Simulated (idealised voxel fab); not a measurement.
A process module follows: voxel wiring stack.
Cross-section cut spans 155 nm and uses square cells 5 nm in size.
Square cells in a grid make up a cross-section in this document, and the grid is given as bands, listed from the top down, each one or more rows of cells.
Each band's line starts with the height of the band's top and of its bottom, in nm. Then come its materials from left to right, each with its width in nm. One material with "all across" fills the band from edge to edge. "air" is empty space.
Beneath 0, the wafer as received is one material, and that level is where height counting begins. The lowest band goes on downward without a bottom; it is written like "0 down".
Think of "30..40" as a width that walks from the first number to the second as you go down the band, top row to bottom row, taking equal-sized steps from row to row.
Step note "no modifications" = no cross-section cell changed.
The entry titled "Closed void listing" provides the empty spaces that have no open way to the top, restricted to those of 8 cells or more. Each is presented as width x height at distance, the distance being measured from the left edge, with all three in nm.
Heads up: the bit after the settings on a step's line is the simulator's remark on that step.
"overlay nm", when on a step's line for a step with a mask, measures how far to the right of its planned place the mask lay; a negative measure means to the left.

### Process steps - plan
1 RECEIVE,material Si
2 CONFORMAL_DEP,material SiO2,thk nm 15
3 DIRECTIONAL_DEP,material TiN,thk nm 5
4 DIRECTIONAL_DEP,material W,thk nm 20
5 PATTERN,tone cover,mask id METAL_1,material resist,width nm 20,pitch nm 50,thk nm 20,overlay nm 0
6 DIRECTIONAL_ETCH,etch materials W,depth nm 20
7 DIRECTIONAL_ETCH,etch materials TiN,depth nm 5
8 STRIP,etch materials resist
9 CONFORMAL_DEP,material SiCN,thk nm 5
10 FILL_DEP,material lowk,thk nm 10
11 CMP,height nm 40
12 CONFORMAL_DEP,material SiCN,thk nm 5
13 DIRECTIONAL_DEP,material SiO2,thk nm 35
14 DIRECTIONAL_DEP,material aC,thk nm 10
15 PATTERN,tone open,mask id METAL_2,material resist,width nm 20,pitch nm 50,thk nm 25,overlay nm 0
16 DIRECTIONAL_ETCH,etch materials aC,depth nm 10
17 STRIP,etch materials resist
18 DIRECTIONAL_ETCH,etch materials SiO2,depth nm 20
19 STRIP,etch materials aC
20 PATTERN,tone open,mask id METAL_2_HOLES,material resist,width nm 15,thk nm 20,overlay nm 0
21 DIRECTIONAL_ETCH,etch materials SiO2,depth nm 15
22 DIRECTIONAL_ETCH,etch materials SiCN,depth nm 5
23 STRIP,etch materials resist
24 CONFORMAL_DEP,material TiN,thk nm 5
25 FILL_DEP,material Cu,thk nm 10
26 CMP,height nm 80
27 CONFORMAL_DEP,material SiN,thk nm 5

### The first of two wafers, run as planned

### Cross-sectional view of the wafer in its as-received condition, corresponding to the state after step 1
	0 down = Si all across
	Closed void listing: none

### after step 2
	15 to 0 = SiO2 all across
	Lower than 0, everything is as it was.

### after step 3
	20 to 15 = TiN all across
	Lower than 15, everything is as it was.

### after step 4
	40 to 20 = W all across
	Lower than 20, everything is as it was.

### after step 5
	60 to 40 = 40 air; 20 resist; 30 air; 20 resist; 45 air
	Lower than 40, everything is as it was.

### after step 6
	60 to 40 = 40 air; 20 resist; 30 air; 20 resist; 45 air
	40 to 20 = 40 air; 20 W; 30 air; 20 W; 45 air
	Lower than 20, everything is as it was.

### after step 7
	60 to 40 = 40 air; 20 resist; 30 air; 20 resist; 45 air
	40 to 20 = 40 air; 20 W; 30 air; 20 W; 45 air
	20 to 15 = 40 air; 20 TiN; 30 air; 20 TiN; 45 air
	Lower than 15, everything is as it was.

### after step 8
	40 to 20 = 40 air; 20 W; 30 air; 20 W; 45 air
	Lower than 20, everything is as it was.

### after step 9
	45 to 40 = 35 air; 30 SiCN; 20 air; 30 SiCN; 40 air
	40 to 20 = 35 air; 5 SiCN; 20 W; 5 SiCN; 20 air; 5 SiCN; 20 W; 5 SiCN; 40 air
	20 to 15 = 40 SiCN; 20 TiN; 30 SiCN; 20 TiN; 45 SiCN
	Lower than 15, everything is as it was.

### after step 10
	55 to 45 = lowk all across
	45 to 40 = 35 lowk; 30 SiCN; 20 lowk; 30 SiCN; 40 lowk
	40 to 20 = 35 lowk; 5 SiCN; 20 W; 5 SiCN; 20 lowk; 5 SiCN; 20 W; 5 SiCN; 40 lowk
	Lower than 20, everything is as it was.

### after step 11
	40 to 20 = 35 lowk; 5 SiCN; 20 W; 5 SiCN; 20 lowk; 5 SiCN; 20 W; 5 SiCN; 40 lowk
	Lower than 20, everything is as it was.

### after step 12
	45 to 40 = SiCN all across
	Lower than 40, everything is as it was.

### after step 13
	80 to 45 = SiO2 all across
	Lower than 45, everything is as it was.

### after step 14
	90 to 80 = aC all across
	Lower than 80, everything is as it was.

### after step 15
	115 to 90 = 40 resist; 20 air; 30 resist; 20 air; 45 resist
	Lower than 90, everything is as it was.

### after step 16
	105 to 90 = 40 resist; 20 air; 30 resist; 20 air; 45 resist
	90 to 80 = 40 aC; 20 air; 30 aC; 20 air; 45 aC
	Lower than 80, everything is as it was.

### after step 17
	90 to 80 = 40 aC; 20 air; 30 aC; 20 air; 45 aC
	Lower than 80, everything is as it was.

### after step 18
	90 to 80 = 40 aC; 20 air; 30 aC; 20 air; 45 aC
	80 to 60 = 40 SiO2; 20 air; 30 SiO2; 20 air; 45 SiO2
	Lower than 60, everything is as it was.

### after step 19
	80 to 60 = 40 SiO2; 20 air; 30 SiO2; 20 air; 45 SiO2
	Lower than 60, everything is as it was.

### after step 20
	100 to 80 = 40 resist; 15 air; 100 resist
	80 to 60 = 40 SiO2; 15 air; 5 resist; 30 SiO2; 20 resist; 45 SiO2
	Lower than 60, everything is as it was.

### after step 21
	100 to 80 = 40 resist; 15 air; 100 resist
	80 to 60 = 40 SiO2; 15 air; 5 resist; 30 SiO2; 20 resist; 45 SiO2
	60 to 45 = 40 SiO2; 15 air; 100 SiO2
	Lower than 45, everything is as it was.

### after step 22
	100 to 80 = 40 resist; 15 air; 100 resist
	80 to 60 = 40 SiO2; 15 air; 5 resist; 30 SiO2; 20 resist; 45 SiO2
	60 to 45 = 40 SiO2; 15 air; 100 SiO2
	45 to 40 = 40 SiCN; 15 air; 100 SiCN
	Lower than 40, everything is as it was.

### after step 23
	80 to 60 = 40 SiO2; 20 air; 30 SiO2; 20 air; 45 SiO2
	Lower than 60, everything is as it was.

### after step 24
	85 to 80 = 45 TiN; 10 air; 40 TiN; 10 air; 50 TiN
	80 to 65 = 40 SiO2; 5 TiN; 10 air; 5 TiN; 30 SiO2; 5 TiN; 10 air; 5 TiN; 45 SiO2
	65 to 60 = 40 SiO2; 5 TiN; 5 air; 10 TiN; 30 SiO2; 20 TiN; 45 SiO2
	60 to 45 = 40 SiO2; 5 TiN; 5 air; 5 TiN; 100 SiO2
	45 to 40 = 40 SiCN; 15 TiN; 100 SiCN
	Lower than 40, everything is as it was.

### after step 25
	95 to 85 = Cu all across
	85 to 80 = 45 TiN; 10 Cu; 40 TiN; 10 Cu; 50 TiN
	80 to 65 = 40 SiO2; 5 TiN; 10 Cu; 5 TiN; 30 SiO2; 5 TiN; 10 Cu; 5 TiN; 45 SiO2
	65 to 60 = 40 SiO2; 5 TiN; 5 Cu; 10 TiN; 30 SiO2; 20 TiN; 45 SiO2
	60 to 45 = 40 SiO2; 5 TiN; 5 Cu; 5 TiN; 100 SiO2
	Lower than 45, everything is as it was.

### after step 26
	80 to 65 = 40 SiO2; 5 TiN; 10 Cu; 5 TiN; 30 SiO2; 5 TiN; 10 Cu; 5 TiN; 45 SiO2
	Lower than 65, everything is as it was.

### after step 27
	85 to 80 = SiN all across
	Lower than 80, everything is as it was.

### Regarding the second of the two wafers: it shared the first wafer's starting condition and process plan, yet one error occurred during its execution. Its history coincides with that of the first wafer up to and including step 17

### What the second wafer looks like in cross-section when step 18 should have wrapped up
	90 to 80 = 40 aC; 20 air; 30 aC; 20 air; 45 aC
	80 to 50 = 40 SiO2; 20 air; 30 SiO2; 20 air; 45 SiO2
	Lower than 50, everything is as it was.

### What the second wafer looks like in cross-section when step 19 should have wrapped up
	80 to 50 = 40 SiO2; 20 air; 30 SiO2; 20 air; 45 SiO2
	Lower than 50, everything is as it was.

### What the second wafer looks like in cross-section when step 20 should have wrapped up
	100 to 80 = 40 resist; 15 air; 100 resist
	80 to 50 = 40 SiO2; 15 air; 5 resist; 30 SiO2; 20 resist; 45 SiO2
	Lower than 50, everything is as it was.

### What the second wafer looks like in cross-section when step 21 should have wrapped up
	100 to 80 = 40 resist; 15 air; 100 resist
	80 to 50 = 40 SiO2; 15 air; 5 resist; 30 SiO2; 20 resist; 45 SiO2
	50 to 45 = 40 SiO2; 15 air; 100 SiO2
	Lower than 45, everything is as it was.

### What the second wafer looks like in cross-section when step 22 should have wrapped up
	100 to 80 = 40 resist; 15 air; 100 resist
	80 to 50 = 40 SiO2; 15 air; 5 resist; 30 SiO2; 20 resist; 45 SiO2
	50 to 45 = 40 SiO2; 15 air; 100 SiO2
	45 to 40 = 40 SiCN; 15 air; 100 SiCN
	Lower than 40, everything is as it was.

### What the second wafer looks like in cross-section when step 23 should have wrapped up
	80 to 50 = 40 SiO2; 20 air; 30 SiO2; 20 air; 45 SiO2
	Lower than 50, everything is as it was.

### What the second wafer looks like in cross-section when step 24 should have wrapped up
	85 to 80 = 45 TiN; 10 air; 40 TiN; 10 air; 50 TiN
	80 to 55 = 40 SiO2; 5 TiN; 10 air; 5 TiN; 30 SiO2; 5 TiN; 10 air; 5 TiN; 45 SiO2
	55 to 50 = 40 SiO2; 5 TiN; 5 air; 10 TiN; 30 SiO2; 20 TiN; 45 SiO2
	50 to 45 = 40 SiO2; 5 TiN; 5 air; 5 TiN; 100 SiO2
	45 to 40 = 40 SiCN; 15 TiN; 100 SiCN
	Lower than 40, everything is as it was.

### What the second wafer looks like in cross-section when step 25 should have wrapped up
	95 to 85 = Cu all across
	85 to 80 = 45 TiN; 10 Cu; 40 TiN; 10 Cu; 50 TiN
	80 to 55 = 40 SiO2; 5 TiN; 10 Cu; 5 TiN; 30 SiO2; 5 TiN; 10 Cu; 5 TiN; 45 SiO2
	55 to 50 = 40 SiO2; 5 TiN; 5 Cu; 10 TiN; 30 SiO2; 20 TiN; 45 SiO2
	50 to 45 = 40 SiO2; 5 TiN; 5 Cu; 5 TiN; 100 SiO2
	Lower than 45, everything is as it was.

### What the second wafer looks like in cross-section when step 26 should have wrapped up
	80 to 55 = 40 SiO2; 5 TiN; 10 Cu; 5 TiN; 30 SiO2; 5 TiN; 10 Cu; 5 TiN; 45 SiO2
	Lower than 55, everything is as it was.

### What the second wafer looks like in cross-section when step 27 should have wrapped up
	85 to 80 = SiN all across
	Lower than 80, everything is as it was.
What was done differently from what was planned? step 18 deviated from plan and actually ran as DIRECTIONAL_ETCH,etch materials SiO2,depth nm 30
Final difference in cells, second wafer against first, listed per material as more or fewer: +6 Cu, -10 SiO2, +4 TiN
